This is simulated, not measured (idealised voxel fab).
Name of the process module below: voxel transistor to metal
Shown is cross-section cut, with a width of 185 nm and square cells of size 5 nm.
Reading order for cross-sections: top band down to bottom band. Underlying form: a grid of square cells. Band size: one or more rows of cells. Within each band entry, the heights of the top and of the bottom of the band appear first, in that order and in nm; the materials of the band then follow from left to right, each with its corresponding width in nm. The designation "throughout" on a single material indicates that it fills the band from edge to edge; the designation "empty" indicates empty space. Heights from 0 (as-received wafer is one material below). Bottom band endless downward, as "0 nm and below". A width given as "30->40" starts at the first number in the band's top row and ends at the second number in its bottom row, shifting by an equal amount at every step from row to row. Any step labelled "remains unaltered" changed none of the cells in the cross-section. Empty spaces counting at least 8 cells and having no open way to the top are listed in "Sealed cavities". The notation width x height at distance is used for each, the distance being from the left edge and all three values in nm. The remark found on a step's line after its settings is issued by the simulator itself and pertains to that step. "overlay nm", when on a step's line for a step with a mask, measures how far to the right of its planned place the mask lay; a negative measure means to the left.
The steps planned for the process are as follows:
1,RECEIVE (material Si)
2,CONFORMAL_DEP (material SiO2; thk nm 5)
3,CONFORMAL_DEP (material SiN; thk nm 10)
4,MASKED_ETCH (tone cover; mask id ACTIVE; width nm 110; etch materials SiN; depth nm 10; overlay nm 0)
5,MASKED_ETCH (tone cover; mask id ACTIVE; width nm 110; etch materials SiO2; depth nm 5; overlay nm 0)
6,MASKED_ETCH (tone cover; mask id ACTIVE; width nm 110; etch materials Si; depth nm 35; overlay nm 0)
7,OXIDIZE (depth nm 5)
8,FILL_DEP (material SiO2; thk nm 10)
9,CMP (height nm 15)
10,SELECTIVE_ETCH (etch materials SiO2; depth nm 10)
11,STRIP (etch materials SiN)
12,SELECTIVE_ETCH (etch materials SiO2; depth nm 5)
13,OXIDIZE (depth nm 5)
14,DIRECTIONAL_DEP (material polySi; thk nm 30)
15,DIRECTIONAL_DEP (material SiCN; thk nm 10)
16,MASKED_ETCH (tone cover; mask id GATE; width nm 30; etch materials SiCN; depth nm 20; overlay nm 0)
17,MASKED_ETCH (tone cover; mask id GATE; width nm 30; etch materials polySi; depth nm 40; overlay nm 0)
18,CONFORMAL_DEP (material SiN; thk nm 10)
19,DIRECTIONAL_ETCH (etch materials SiN; depth nm 10)
20,DIRECTIONAL_ETCH (etch materials SiO2; depth nm 5)
21,DIRECTIONAL_ETCH (etch materials Si; depth nm 10)
22,EPI (material pSi; thk nm 10)
23,FILL_DEP (material SiO2; thk nm 5)
24,CMP (height nm 30)
25,STRIP (etch materials polySi)
26,SELECTIVE_ETCH (etch materials SiO2; depth nm 5)
27,CONFORMAL_DEP (material HfO2; thk nm 5)
28,CONFORMAL_DEP (material TiN; thk nm 5)
29,FILL_DEP (material W; thk nm 5)
30,CMP (height nm 25)
31,DIRECTIONAL_DEP (material SiO2; thk nm 10)
32,MASKED_ETCH (tone open; mask id CONTACT; width nm 20; pitch nm 80; etch materials SiO2; depth nm 40; overlay nm 0)
33,CONFORMAL_DEP (material TiN; thk nm 5)
34,FILL_DEP (material Ru; thk nm 5)
35,CMP (height nm 35)
36,DIRECTIONAL_DEP (material TiN; thk nm 5)
37,DIRECTIONAL_DEP (material Ru; thk nm 15)
38,PATTERN (tone cover; mask id METAL_1; material resist; width nm 20; pitch nm 80; thk nm 15; overlay nm 0)
39,DIRECTIONAL_ETCH (etch materials Ru; depth nm 15)
40,DIRECTIONAL_ETCH (etch materials TiN; depth nm 5)
41,STRIP (etch materials resist)
42,CONFORMAL_DEP (material SiCN; thk nm 5)
43,FILL_DEP (material lowk; thk nm 10)
44,CMP (height nm 55)
45,CONFORMAL_DEP (material SiCN; thk nm 5)
46,DIRECTIONAL_DEP (material SiO2; thk nm 25)
47,DIRECTIONAL_DEP (material aC; thk nm 15)
48,PATTERN (tone open; mask id METAL_2_HOLES; material resist; width nm 15; pitch nm 80; thk nm 30; overlay nm 0)
49,DIRECTIONAL_ETCH (etch materials aC; depth nm 15)
50,STRIP (etch materials resist)
51,DIRECTIONAL_ETCH (etch materials SiO2; depth nm 25)
52,STRIP (etch materials aC)
53,DIRECTIONAL_DEP (material aC; thk nm 10)
54,PATTERN (tone open; mask id METAL_2; material resist; width nm 20; pitch nm 80; thk nm 30; overlay nm 0)
55,DIRECTIONAL_ETCH (etch materials aC; depth nm 10)
56,STRIP (etch materials resist)
57,DIRECTIONAL_ETCH (etch materials SiO2; depth nm 15)
58,DIRECTIONAL_ETCH (etch materials SiCN; depth nm 5)
59,STRIP (etch materials aC)
60,CONFORMAL_DEP (material TiN; thk nm 5)
61,FILL_DEP (material Cu; thk nm 5)
62,CMP (height nm 85)
63,CONFORMAL_DEP (material SiN; thk nm 5)
The following pertains to the first of two wafers, which was processed as planned:
Wafer cross-section on receipt, i.e. after step 1:
	0 nm and below = Si throughout
	Sealed cavities: none
The wafer in cross-section once step 2 is complete:
	5 nm to 0 nm = SiO2 throughout
	Nothing below the height 0 has changed.
The wafer in cross-section once step 3 is complete:
	15 nm to 5 nm = SiN throughout
	Nothing below the height 5 has changed.
The wafer in cross-section once step 4 is complete:
	15 nm to 5 nm = empty: 35; SiN: 110; empty: 40
	Nothing below the height 5 has changed.
The wafer in cross-section once step 5 is complete:
	15 nm to 5 nm = empty: 35; SiN: 110; empty: 40
	5 nm to 0 nm = empty: 35; SiO2: 110; empty: 40
	Nothing below the height 0 has changed.
The wafer in cross-section once step 6 is complete:
	15 nm to 5 nm = empty: 35; SiN: 110; empty: 40
	5 nm to 0 nm = empty: 35; SiO2: 110; empty: 40
	0 nm to -35 nm = empty: 35; Si: 110; empty: 40
	Nothing below the height -35 has changed.
The wafer in cross-section once step 7 is complete:
	15 nm to 5 nm = empty: 35; SiN: 110; empty: 40
	5 nm to 0 nm = empty: 35; SiO2: 110; empty: 40
	0 nm to -35 nm = empty: 35; SiO2: 5; Si: 100; SiO2: 5; empty: 40
	-35 nm to -40 nm = SiO2: 40; Si: 100; SiO2: 45
	Nothing below the height -40 has changed.
The wafer in cross-section once step 8 is complete:
	25 nm to 15 nm = SiO2 throughout
	15 nm to 5 nm = SiO2: 35; SiN: 110; SiO2: 40
	5 nm to 0 nm = SiO2 throughout
	0 nm to -40 nm = SiO2: 40; Si: 100; SiO2: 45
	Nothing below the height -40 has changed.
The wafer in cross-section once step 9 is complete:
	15 nm to 5 nm = SiO2: 35; SiN: 110; SiO2: 40
	Nothing below the height 5 has changed.
The wafer in cross-section once step 10 is complete:
	15 nm to 5 nm = empty: 35; SiN: 110; empty: 40
	Nothing below the height 5 has changed.
The wafer in cross-section once step 11 is complete:
	5 nm to 0 nm = SiO2 throughout
	Nothing below the height 0 has changed.
The wafer in cross-section once step 12 is complete:
	0 nm to -40 nm = SiO2: 40; Si: 100; SiO2: 45
	Nothing below the height -40 has changed.
The wafer in cross-section once step 13 is complete:
	0 nm to -5 nm = SiO2 throughout
	Nothing below the height -5 has changed.
The wafer in cross-section once step 14 is complete:
	30 nm to 0 nm = polySi throughout
	Nothing below the height 0 has changed.
The wafer in cross-section once step 15 is complete:
	40 nm to 30 nm = SiCN throughout
	Nothing below the height 30 has changed.
The wafer in cross-section once step 16 is complete:
	40 nm to 30 nm = empty: 75; SiCN: 30; empty: 80
	Nothing below the height 30 has changed.
The wafer in cross-section once step 17 is complete:
	40 nm to 30 nm = empty: 75; SiCN: 30; empty: 80
	30 nm to 0 nm = empty: 75; polySi: 30; empty: 80
	Nothing below the height 0 has changed.
The wafer in cross-section once step 18 is complete:
	50 nm to 40 nm = empty: 65; SiN: 50; empty: 70
	40 nm to 30 nm = empty: 65; SiN: 10; SiCN: 30; SiN: 10; empty: 70
	30 nm to 10 nm = empty: 65; SiN: 10; polySi: 30; SiN: 10; empty: 70
	10 nm to 0 nm = SiN: 75; polySi: 30; SiN: 80
	Nothing below the height 0 has changed.
The wafer in cross-section once step 19 is complete:
	40 nm to 30 nm = empty: 65; SiN: 10; SiCN: 30; SiN: 10; empty: 70
	30 nm to 0 nm = empty: 65; SiN: 10; polySi: 30; SiN: 10; empty: 70
	Nothing below the height 0 has changed.
The wafer in cross-section once step 20 is complete:
	40 nm to 30 nm = empty: 65; SiN: 10; SiCN: 30; SiN: 10; empty: 70
	30 nm to 0 nm = empty: 65; SiN: 10; polySi: 30; SiN: 10; empty: 70
	0 nm to -5 nm = empty: 65; SiO2: 50; empty: 70
	Nothing below the height -5 has changed.
The wafer in cross-section once step 21 is complete:
	40 nm to 30 nm = empty: 65; SiN: 10; SiCN: 30; SiN: 10; empty: 70
	30 nm to 0 nm = empty: 65; SiN: 10; polySi: 30; SiN: 10; empty: 70
	0 nm to -5 nm = empty: 65; SiO2: 50; empty: 70
	-5 nm to -15 nm = SiO2: 40; empty: 25; Si: 50; empty: 25; SiO2: 45
	Nothing below the height -15 has changed.
The wafer in cross-section once step 22 is complete:
	40 nm to 30 nm = empty: 65; SiN: 10; SiCN: 30; SiN: 10; empty: 70
	30 nm to 5 nm = empty: 65; SiN: 10; polySi: 30; SiN: 10; empty: 70
	5 nm to 0 nm = empty: 55; pSi: 10; SiN: 10; polySi: 30; SiN: 10; pSi: 10; empty: 60
	0 nm to -5 nm = empty: 55; pSi: 10; SiO2: 50; pSi: 10; empty: 60
	-5 nm to -15 nm = SiO2: 40; pSi: 25; Si: 50; pSi: 25; SiO2: 45
	Nothing below the height -15 has changed.
The wafer in cross-section once step 23 is complete:
	45 nm to 40 nm = SiO2 throughout
	40 nm to 30 nm = SiO2: 65; SiN: 10; SiCN: 30; SiN: 10; SiO2: 70
	30 nm to 5 nm = SiO2: 65; SiN: 10; polySi: 30; SiN: 10; SiO2: 70
	5 nm to 0 nm = SiO2: 55; pSi: 10; SiN: 10; polySi: 30; SiN: 10; pSi: 10; SiO2: 60
	0 nm to -5 nm = SiO2: 55; pSi: 10; SiO2: 50; pSi: 10; SiO2: 60
	Nothing below the height -5 has changed.
The wafer in cross-section once step 24 is complete:
	30 nm to 5 nm = SiO2: 65; SiN: 10; polySi: 30; SiN: 10; SiO2: 70
	Nothing below the height 5 has changed.
The wafer in cross-section once step 25 is complete:
	30 nm to 5 nm = SiO2: 65; SiN: 10; empty: 30; SiN: 10; SiO2: 70
	5 nm to 0 nm = SiO2: 55; pSi: 10; SiN: 10; empty: 30; SiN: 10; pSi: 10; SiO2: 60
	Nothing below the height 0 has changed.
The wafer in cross-section once step 26 is complete:
	30 nm to 25 nm = empty: 65; SiN: 10; empty: 30; SiN: 10; empty: 70
	25 nm to 5 nm = SiO2: 65; SiN: 10; empty: 30; SiN: 10; SiO2: 70
	5 nm to 0 nm = SiO2: 55; pSi: 10; SiN: 10; empty: 30; SiN: 10; pSi: 10; SiO2: 60
	0 nm to -5 nm = SiO2: 55; pSi: 10; SiO2: 5; empty: 40; SiO2: 5; pSi: 10; SiO2: 60
	Nothing below the height -5 has changed.
The wafer in cross-section once step 27 is complete:
	35 nm to 30 nm = empty: 60; HfO2: 20; empty: 20; HfO2: 20; empty: 65
	30 nm to 25 nm = HfO2: 65; SiN: 10; HfO2: 5; empty: 20; HfO2: 5; SiN: 10; HfO2: 70
	25 nm to 5 nm = SiO2: 65; SiN: 10; HfO2: 5; empty: 20; HfO2: 5; SiN: 10; SiO2: 70
	5 nm to 0 nm = SiO2: 55; pSi: 10; SiN: 10; HfO2: 5; empty: 20; HfO2: 5; SiN: 10; pSi: 10; SiO2: 60
	0 nm to -5 nm = SiO2: 55; pSi: 10; SiO2: 5; HfO2: 40; SiO2: 5; pSi: 10; SiO2: 60
	Nothing below the height -5 has changed.
The wafer in cross-section once step 28 is complete:
	40 nm to 35 nm = empty: 55; TiN: 30; empty: 10; TiN: 30; empty: 60
	35 nm to 30 nm = TiN: 60; HfO2: 20; TiN: 5; empty: 10; TiN: 5; HfO2: 20; TiN: 65
	30 nm to 25 nm = HfO2: 65; SiN: 10; HfO2: 5; TiN: 5; empty: 10; TiN: 5; HfO2: 5; SiN: 10; HfO2: 70
	25 nm to 5 nm = SiO2: 65; SiN: 10; HfO2: 5; TiN: 5; empty: 10; TiN: 5; HfO2: 5; SiN: 10; SiO2: 70
	5 nm to 0 nm = SiO2: 55; pSi: 10; SiN: 10; HfO2: 5; TiN: 20; HfO2: 5; SiN: 10; pSi: 10; SiO2: 60
	Nothing below the height 0 has changed.
The wafer in cross-section once step 29 is complete:
	45 nm to 40 nm = W throughout
	40 nm to 35 nm = W: 55; TiN: 30; W: 10; TiN: 30; W: 60
	35 nm to 30 nm = TiN: 60; HfO2: 20; TiN: 5; W: 10; TiN: 5; HfO2: 20; TiN: 65
	30 nm to 25 nm = HfO2: 65; SiN: 10; HfO2: 5; TiN: 5; W: 10; TiN: 5; HfO2: 5; SiN: 10; HfO2: 70
	25 nm to 5 nm = SiO2: 65; SiN: 10; HfO2: 5; TiN: 5; W: 10; TiN: 5; HfO2: 5; SiN: 10; SiO2: 70
	Nothing below the height 5 has changed.
The wafer in cross-section once step 30 is complete:
	25 nm to 5 nm = SiO2: 65; SiN: 10; HfO2: 5; TiN: 5; W: 10; TiN: 5; HfO2: 5; SiN: 10; SiO2: 70
	Nothing below the height 5 has changed.
The wafer in cross-section once step 31 is complete:
	35 nm to 25 nm = SiO2 throughout
	Nothing below the height 25 has changed.
The wafer in cross-section once step 32 is complete:
	35 nm to 25 nm = SiO2: 40; empty: 20; SiO2: 60; empty: 20; SiO2: 45
	25 nm to 5 nm = SiO2: 40; empty: 20; SiO2: 5; SiN: 10; HfO2: 5; TiN: 5; W: 10; TiN: 5; HfO2: 5; SiN: 10; SiO2: 5; empty: 20; SiO2: 45
	5 nm to 0 nm = SiO2: 40; empty: 15; pSi: 10; SiN: 10; HfO2: 5; TiN: 20; HfO2: 5; SiN: 10; pSi: 10; empty: 15; SiO2: 45
	0 nm to -5 nm = SiO2: 40; empty: 15; pSi: 10; SiO2: 5; HfO2: 40; SiO2: 5; pSi: 10; empty: 15; SiO2: 45
	Nothing below the height -5 has changed.
The wafer in cross-section once step 33 is complete:
	40 nm to 35 nm = TiN: 45; empty: 10; TiN: 70; empty: 10; TiN: 50
	35 nm to 25 nm = SiO2: 40; TiN: 5; empty: 10; TiN: 5; SiO2: 60; TiN: 5; empty: 10; TiN: 5; SiO2: 45
	25 nm to 10 nm = SiO2: 40; TiN: 5; empty: 10; TiN: 5; SiO2: 5; SiN: 10; HfO2: 5; TiN: 5; W: 10; TiN: 5; HfO2: 5; SiN: 10; SiO2: 5; TiN: 5; empty: 10; TiN: 5; SiO2: 45
	10 nm to 5 nm = SiO2: 40; TiN: 5; empty: 5; TiN: 10; SiO2: 5; SiN: 10; HfO2: 5; TiN: 5; W: 10; TiN: 5; HfO2: 5; SiN: 10; SiO2: 5; TiN: 10; empty: 5; TiN: 5; SiO2: 45
	5 nm to 0 nm = SiO2: 40; TiN: 5; empty: 5; TiN: 5; pSi: 10; SiN: 10; HfO2: 5; TiN: 20; HfO2: 5; SiN: 10; pSi: 10; TiN: 5; empty: 5; TiN: 5; SiO2: 45
	0 nm to -5 nm = SiO2: 40; TiN: 15; pSi: 10; SiO2: 5; HfO2: 40; SiO2: 5; pSi: 10; TiN: 15; SiO2: 45
	Nothing below the height -5 has changed.
The wafer in cross-section once step 34 is complete:
	45 nm to 40 nm = Ru throughout
	40 nm to 35 nm = TiN: 45; Ru: 10; TiN: 70; Ru: 10; TiN: 50
	35 nm to 25 nm = SiO2: 40; TiN: 5; Ru: 10; TiN: 5; SiO2: 60; TiN: 5; Ru: 10; TiN: 5; SiO2: 45
	25 nm to 10 nm = SiO2: 40; TiN: 5; Ru: 10; TiN: 5; SiO2: 5; SiN: 10; HfO2: 5; TiN: 5; W: 10; TiN: 5; HfO2: 5; SiN: 10; SiO2: 5; TiN: 5; Ru: 10; TiN: 5; SiO2: 45
	10 nm to 5 nm = SiO2: 40; TiN: 5; Ru: 5; TiN: 10; SiO2: 5; SiN: 10; HfO2: 5; TiN: 5; W: 10; TiN: 5; HfO2: 5; SiN: 10; SiO2: 5; TiN: 10; Ru: 5; TiN: 5; SiO2: 45
	5 nm to 0 nm = SiO2: 40; TiN: 5; Ru: 5; TiN: 5; pSi: 10; SiN: 10; HfO2: 5; TiN: 20; HfO2: 5; SiN: 10; pSi: 10; TiN: 5; Ru: 5; TiN: 5; SiO2: 45
	Nothing below the height 0 has changed.
The wafer in cross-section once step 35 is complete:
	35 nm to 25 nm = SiO2: 40; TiN: 5; Ru: 10; TiN: 5; SiO2: 60; TiN: 5; Ru: 10; TiN: 5; SiO2: 45
	Nothing below the height 25 has changed.
The wafer in cross-section once step 36 is complete:
	40 nm to 35 nm = TiN throughout
	Nothing below the height 35 has changed.
The wafer in cross-section once step 37 is complete:
	55 nm to 40 nm = Ru throughout
	Nothing below the height 40 has changed.
The wafer in cross-section once step 38 is complete:
	70 nm to 55 nm = empty: 40; resist: 20; empty: 60; resist: 20; empty: 45
	Nothing below the height 55 has changed.
The wafer in cross-section once step 39 is complete:
	70 nm to 55 nm = empty: 40; resist: 20; empty: 60; resist: 20; empty: 45
	55 nm to 40 nm = empty: 40; Ru: 20; empty: 60; Ru: 20; empty: 45
	Nothing below the height 40 has changed.
The wafer in cross-section once step 40 is complete:
	70 nm to 55 nm = empty: 40; resist: 20; empty: 60; resist: 20; empty: 45
	55 nm to 40 nm = empty: 40; Ru: 20; empty: 60; Ru: 20; empty: 45
	40 nm to 35 nm = empty: 40; TiN: 20; empty: 60; TiN: 20; empty: 45
	Nothing below the height 35 has changed.
The wafer in cross-section once step 41 is complete:
	55 nm to 40 nm = empty: 40; Ru: 20; empty: 60; Ru: 20; empty: 45
	Nothing below the height 40 has changed.
The wafer in cross-section once step 42 is complete:
	60 nm to 55 nm = empty: 35; SiCN: 30; empty: 50; SiCN: 30; empty: 40
	55 nm to 40 nm = empty: 35; SiCN: 5; Ru: 20; SiCN: 5; empty: 50; SiCN: 5; Ru: 20; SiCN: 5; empty: 40
	40 nm to 35 nm = SiCN: 40; TiN: 20; SiCN: 60; TiN: 20; SiCN: 45
	Nothing below the height 35 has changed.
The wafer in cross-section once step 43 is complete:
	70 nm to 60 nm = lowk throughout
	60 nm to 55 nm = lowk: 35; SiCN: 30; lowk: 50; SiCN: 30; lowk: 40
	55 nm to 40 nm = lowk: 35; SiCN: 5; Ru: 20; SiCN: 5; lowk: 50; SiCN: 5; Ru: 20; SiCN: 5; lowk: 40
	Nothing below the height 40 has changed.
The wafer in cross-section once step 44 is complete:
	55 nm to 40 nm = lowk: 35; SiCN: 5; Ru: 20; SiCN: 5; lowk: 50; SiCN: 5; Ru: 20; SiCN: 5; lowk: 40
	Nothing below the height 40 has changed.
The wafer in cross-section once step 45 is complete:
	60 nm to 55 nm = SiCN throughout
	Nothing below the height 55 has changed.
The wafer in cross-section once step 46 is complete:
	85 nm to 60 nm = SiO2 throughout
	Nothing below the height 60 has changed.
The wafer in cross-section once step 47 is complete:
	100 nm to 85 nm = aC throughout
	Nothing below the height 85 has changed.
The wafer in cross-section once step 48 is complete:
	130 nm to 100 nm = resist: 40; empty: 15; resist: 65; empty: 15; resist: 50
	Nothing below the height 100 has changed.
The wafer in cross-section once step 49 is complete:
	115 nm to 100 nm = resist: 40; empty: 15; resist: 65; empty: 15; resist: 50
	100 nm to 85 nm = aC: 40; empty: 15; aC: 65; empty: 15; aC: 50
	Nothing below the height 85 has changed.
The wafer in cross-section once step 50 is complete:
	100 nm to 85 nm = aC: 40; empty: 15; aC: 65; empty: 15; aC: 50
	Nothing below the height 85 has changed.
The wafer in cross-section once step 51 is complete:
	100 nm to 85 nm = aC: 40; empty: 15; aC: 65; empty: 15; aC: 50
	85 nm to 60 nm = SiO2: 40; empty: 15; SiO2: 65; empty: 15; SiO2: 50
	Nothing below the height 60 has changed.
The wafer in cross-section once step 52 is complete:
	85 nm to 60 nm = SiO2: 40; empty: 15; SiO2: 65; empty: 15; SiO2: 50
	Nothing below the height 60 has changed.
The wafer in cross-section once step 53 is complete:
	95 nm to 85 nm = aC: 40; empty: 15; aC: 65; empty: 15; aC: 50
	85 nm to 70 nm = SiO2: 40; empty: 15; SiO2: 65; empty: 15; SiO2: 50
	70 nm to 60 nm = SiO2: 40; aC: 15; SiO2: 65; aC: 15; SiO2: 50
	Nothing below the height 60 has changed.
The wafer in cross-section once step 54 is complete:
	125 nm to 95 nm = resist: 40; empty: 20; resist: 60; empty: 20; resist: 45
	Nothing below the height 95 has changed.
The wafer in cross-section once step 55 is complete:
	115 nm to 95 nm = resist: 40; empty: 20; resist: 60; empty: 20; resist: 45
	95 nm to 85 nm = aC: 40; empty: 20; aC: 60; empty: 20; aC: 45
	85 nm to 60 nm = SiO2: 40; empty: 15; SiO2: 65; empty: 15; SiO2: 50
	Nothing below the height 60 has changed.
The wafer in cross-section once step 56 is complete:
	95 nm to 85 nm = aC: 40; empty: 20; aC: 60; empty: 20; aC: 45
	Nothing below the height 85 has changed.
The wafer in cross-section once step 57 is complete:
	95 nm to 85 nm = aC: 40; empty: 20; aC: 60; empty: 20; aC: 45
	85 nm to 70 nm = SiO2: 40; empty: 20; SiO2: 60; empty: 20; SiO2: 45
	Nothing below the height 70 has changed.
The wafer in cross-section once step 58 is complete:
	95 nm to 85 nm = aC: 40; empty: 20; aC: 60; empty: 20; aC: 45
	85 nm to 70 nm = SiO2: 40; empty: 20; SiO2: 60; empty: 20; SiO2: 45
	70 nm to 60 nm = SiO2: 40; empty: 15; SiO2: 65; empty: 15; SiO2: 50
	60 nm to 55 nm = SiCN: 40; empty: 15; SiCN: 65; empty: 15; SiCN: 50
	Nothing below the height 55 has changed.
The wafer in cross-section once step 59 is complete:
	85 nm to 70 nm = SiO2: 40; empty: 20; SiO2: 60; empty: 20; SiO2: 45
	Nothing below the height 70 has changed.
The wafer in cross-section once step 60 is complete:
	90 nm to 85 nm = TiN: 45; empty: 10; TiN: 70; empty: 10; TiN: 50
	85 nm to 75 nm = SiO2: 40; TiN: 5; empty: 10; TiN: 5; SiO2: 60; TiN: 5; empty: 10; TiN: 5; SiO2: 45
	75 nm to 70 nm = SiO2: 40; TiN: 5; empty: 5; TiN: 10; SiO2: 60; TiN: 5; empty: 5; TiN: 10; SiO2: 45
	70 nm to 60 nm = SiO2: 40; TiN: 5; empty: 5; TiN: 5; SiO2: 65; TiN: 5; empty: 5; TiN: 5; SiO2: 50
	60 nm to 55 nm = SiCN: 40; TiN: 15; SiCN: 65; TiN: 15; SiCN: 50
	Nothing below the height 55 has changed.
The wafer in cross-section once step 61 is complete:
	95 nm to 90 nm = Cu throughout
	90 nm to 85 nm = TiN: 45; Cu: 10; TiN: 70; Cu: 10; TiN: 50
	85 nm to 75 nm = SiO2: 40; TiN: 5; Cu: 10; TiN: 5; SiO2: 60; TiN: 5; Cu: 10; TiN: 5; SiO2: 45
	75 nm to 70 nm = SiO2: 40; TiN: 5; Cu: 5; TiN: 10; SiO2: 60; TiN: 5; Cu: 5; TiN: 10; SiO2: 45
	70 nm to 60 nm = SiO2: 40; TiN: 5; Cu: 5; TiN: 5; SiO2: 65; TiN: 5; Cu: 5; TiN: 5; SiO2: 50
	Nothing below the height 60 has changed.
The wafer in cross-section once step 62 is complete:
	85 nm to 75 nm = SiO2: 40; TiN: 5; Cu: 10; TiN: 5; SiO2: 60; TiN: 5; Cu: 10; TiN: 5; SiO2: 45
	Nothing below the height 75 has changed.
The wafer in cross-section once step 63 is complete:
	90 nm to 85 nm = SiN throughout
	Nothing below the height 85 has changed.
Now the other wafer: same start, same recipe, but we messed up one thing when running it. Up to and including step 43 it's the same as the first one:
Second wafer: cross-section at the scheduled end of step 44: remains unaltered
Second wafer: cross-section at the scheduled end of step 45:
	75 nm to 70 nm = SiCN throughout
	Nothing below the height 70 has changed.
Second wafer: cross-section at the scheduled end of step 46:
	100 nm to 75 nm = SiO2 throughout
	Nothing below the height 75 has changed.
Second wafer: cross-section at the scheduled end of step 47:
	115 nm to 100 nm = aC throughout
	Nothing below the height 100 has changed.
Second wafer: cross-section at the scheduled end of step 48:
	145 nm to 115 nm = resist: 40; empty: 15; resist: 65; empty: 15; resist: 50
	Nothing below the height 115 has changed.
Second wafer: cross-section at the scheduled end of step 49:
	130 nm to 115 nm = resist: 40; empty: 15; resist: 65; empty: 15; resist: 50
	115 nm to 100 nm = aC: 40; empty: 15; aC: 65; empty: 15; aC: 50
	Nothing below the height 100 has changed.
Second wafer: cross-section at the scheduled end of step 50:
	115 nm to 100 nm = aC: 40; empty: 15; aC: 65; empty: 15; aC: 50
	Nothing below the height 100 has changed.
Second wafer: cross-section at the scheduled end of step 51:
	115 nm to 100 nm = aC: 40; empty: 15; aC: 65; empty: 15; aC: 50
	100 nm to 75 nm = SiO2: 40; empty: 15; SiO2: 65; empty: 15; SiO2: 50
	Nothing below the height 75 has changed.
Second wafer: cross-section at the scheduled end of step 52:
	100 nm to 75 nm = SiO2: 40; empty: 15; SiO2: 65; empty: 15; SiO2: 50
	Nothing below the height 75 has changed.
Second wafer: cross-section at the scheduled end of step 53:
	110 nm to 100 nm = aC: 40; empty: 15; aC: 65; empty: 15; aC: 50
	100 nm to 85 nm = SiO2: 40; empty: 15; SiO2: 65; empty: 15; SiO2: 50
	85 nm to 75 nm = SiO2: 40; aC: 15; SiO2: 65; aC: 15; SiO2: 50
	Nothing below the height 75 has changed.
Second wafer: cross-section at the scheduled end of step 54:
	140 nm to 110 nm = resist: 40; empty: 20; resist: 60; empty: 20; resist: 45
	Nothing below the height 110 has changed.
Second wafer: cross-section at the scheduled end of step 55:
	130 nm to 110 nm = resist: 40; empty: 20; resist: 60; empty: 20; resist: 45
	110 nm to 100 nm = aC: 40; empty: 20; aC: 60; empty: 20; aC: 45
	100 nm to 75 nm = SiO2: 40; empty: 15; SiO2: 65; empty: 15; SiO2: 50
	Nothing below the height 75 has changed.
Second wafer: cross-section at the scheduled end of step 56:
	110 nm to 100 nm = aC: 40; empty: 20; aC: 60; empty: 20; aC: 45
	Nothing below the height 100 has changed.
Second wafer: cross-section at the scheduled end of step 57:
	110 nm to 100 nm = aC: 40; empty: 20; aC: 60; empty: 20; aC: 45
	100 nm to 85 nm = SiO2: 40; empty: 20; SiO2: 60; empty: 20; SiO2: 45
	Nothing below the height 85 has changed.
Second wafer: cross-section at the scheduled end of step 58:
	110 nm to 100 nm = aC: 40; empty: 20; aC: 60; empty: 20; aC: 45
	100 nm to 85 nm = SiO2: 40; empty: 20; SiO2: 60; empty: 20; SiO2: 45
	85 nm to 75 nm = SiO2: 40; empty: 15; SiO2: 65; empty: 15; SiO2: 50
	75 nm to 70 nm = SiCN: 40; empty: 15; SiCN: 65; empty: 15; SiCN: 50
	Nothing below the height 70 has changed.
Second wafer: cross-section at the scheduled end of step 59:
	100 nm to 85 nm = SiO2: 40; empty: 20; SiO2: 60; empty: 20; SiO2: 45
	Nothing below the height 85 has changed.
Second wafer: cross-section at the scheduled end of step 60:
	105 nm to 100 nm = TiN: 45; empty: 10; TiN: 70; empty: 10; TiN: 50
	100 nm to 90 nm = SiO2: 40; TiN: 5; empty: 10; TiN: 5; SiO2: 60; TiN: 5; empty: 10; TiN: 5; SiO2: 45
	90 nm to 85 nm = SiO2: 40; TiN: 5; empty: 5; TiN: 10; SiO2: 60; TiN: 5; empty: 5; TiN: 10; SiO2: 45
	85 nm to 75 nm = SiO2: 40; TiN: 5; empty: 5; TiN: 5; SiO2: 65; TiN: 5; empty: 5; TiN: 5; SiO2: 50
	75 nm to 70 nm = SiCN: 40; TiN: 15; SiCN: 65; TiN: 15; SiCN: 50
	Nothing below the height 70 has changed.
Second wafer: cross-section at the scheduled end of step 61:
	110 nm to 105 nm = Cu throughout
	105 nm to 100 nm = TiN: 45; Cu: 10; TiN: 70; Cu: 10; TiN: 50
	100 nm to 90 nm = SiO2: 40; TiN: 5; Cu: 10; TiN: 5; SiO2: 60; TiN: 5; Cu: 10; TiN: 5; SiO2: 45
	90 nm to 85 nm = SiO2: 40; TiN: 5; Cu: 5; TiN: 10; SiO2: 60; TiN: 5; Cu: 5; TiN: 10; SiO2: 45
	85 nm to 75 nm = SiO2: 40; TiN: 5; Cu: 5; TiN: 5; SiO2: 65; TiN: 5; Cu: 5; TiN: 5; SiO2: 50
	Nothing below the height 75 has changed.
Second wafer: cross-section at the scheduled end of step 62:
	85 nm to 75 nm = SiO2: 40; TiN: 5; Cu: 5; TiN: 5; SiO2: 65; TiN: 5; Cu: 5; TiN: 5; SiO2: 50
	Nothing below the height 75 has changed.
Second wafer: cross-section at the scheduled end of step 63:
	90 nm to 85 nm = SiN throughout
	Nothing below the height 85 has changed.
What broke from the plan during processing? it should be noted that step 44 of the plan was omitted and was not performed
Final wafer comparison in cells, second versus first, more or fewer per material: 10 fewer of Cu; 12 more of SiCN; 87 fewer of SiO2; 14 fewer of TiN; 99 more of lowk
